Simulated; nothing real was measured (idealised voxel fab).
This is a process module. Its name is voxel ribs on slabs.
Each square cell in cross-section cut measures 5 nm, and the section as a whole is 145 nm wide.
Notation: cross-section as square-cell grid; stated in bands, top first, going down; one or more cell rows per band.
The entry gives the band's vertical extent as a top height and a bottom height in nm, then its horizontal make-up as materials from left to right, each with a width in nm. "empty" stands for empty space; a single material marked "all across" fills the band edge to edge.
Convention: height 0 is the level below which the wafer, as received, is all one material. The lowest band does not terminate at the bottom but continues downward, represented as "0 nm and below".
Width: "30->40" (first number = top row, second number = bottom row, same change from row to row of cells).
"nothing altered", as given for a step, is the statement that not any cell of the cross-section underwent a change during that step.
Basically, "Enclosed empty spaces" tells you about the enclosed voids: empty spaces with no open way to the top, 8 cells or bigger, each written width x height at distance, where distance is from the left edge, all in nm.
Step line, after settings: the simulator's comment on this step.
A step's line can hold "overlay nm"; with a mask on that step, the setting says how far right of the planned place the mask lay, while a negative setting says it lay to the left.
These are the steps we planned for the process:
1 RECEIVE with material Si
2 DIRECTIONAL_DEP with material SiO2, thk nm 25
3 DIRECTIONAL_DEP with material SiN, thk nm 15
4 PATTERN with tone cover, mask id RIB, material resist, width nm 25, thk nm 20, overlay nm 0
5 DIRECTIONAL_ETCH with etch materials SiN, depth nm 5
6 STRIP with etch materials resist
7 PATTERN with tone cover, mask id SLAB, material resist, width nm 85, thk nm 15, overlay nm -15
8 DIRECTIONAL_ETCH with etch materials SiN, depth nm 10
9 STRIP with etch materials resist
10 FILL_DEP with material SiO2, thk nm 15
11 CMP with height nm 50
12 DIRECTIONAL_DEP with material W, thk nm 10
13 PATTERN with tone cover, mask id HEATER, material resist, width nm 35, thk nm 20, overlay nm 0
14 DIRECTIONAL_ETCH with etch materials W, depth nm 10
15 STRIP with etch materials resist
16 CONFORMAL_DEP with material SiO2, thk nm 5
Wafer-to-wafer difference: overlay nm, step 7. Common start. Plan = first wafer's value.
The first of several wafers, as received after step 1, seen in section:
- 0 nm and below  Si all across
- Enclosed empty spaces: none
Depicted here is the first of several wafers in cross-section, at module completion following the last step, step 16:
- 65 nm to 60 nm  empty 50 | SiO2 45 | empty 50
- 60 nm to 55 nm  empty 50 | SiO2 5 | W 35 | SiO2 5 | empty 50
- 55 nm to 50 nm  SiO2 55 | W 35 | SiO2 55
- 50 nm to 40 nm  SiO2 all across
- 40 nm to 35 nm  SiO2 60 | SiN 25 | SiO2 60
- 35 nm to 25 nm  SiO2 15 | SiN 85 | SiO2 45
- 25 nm to 0 nm  SiO2 all across
- 0 nm and below  Si all across
- Enclosed empty spaces: none
At the end of the module, the last of several wafers in cross-section:
- 65 nm to 60 nm  empty 50 | SiO2 45 | empty 50
- 60 nm to 55 nm  empty 50 | SiO2 5 | W 35 | SiO2 5 | empty 50
- 55 nm to 50 nm  SiO2 55 | W 35 | SiO2 55
- 50 nm to 40 nm  SiO2 all across
- 40 nm to 35 nm  SiO2 60 | SiN 25 | SiO2 60
- 35 nm to 25 nm  SiO2 45 | SiN 85 | SiO2 15
- 25 nm to 0 nm  SiO2 all across
- 0 nm and below  Si all across
- Enclosed empty spaces: none
Wafer rows, end of module: cells per material gained (+) or lost (-) since receipt; closed voids last:
overlay nm -15, +39 SiN, +284 SiO2, +14 W, Enclosed empty spaces: none
overlay nm -10, +39 SiN, +284 SiO2, +14 W, Enclosed empty spaces: none
overlay nm -5, +39 SiN, +284 SiO2, +14 W, Enclosed empty spaces: none
overlay nm 0, +39 SiN, +284 SiO2, +14 W, Enclosed empty spaces: none
overlay nm 5, +39 SiN, +284 SiO2, +14 W, Enclosed empty spaces: none
overlay nm 10, +39 SiN, +284 SiO2, +14 W, Enclosed empty spaces: none
overlay nm 15, +39 SiN, +284 SiO2, +14 W, Enclosed empty spaces: none
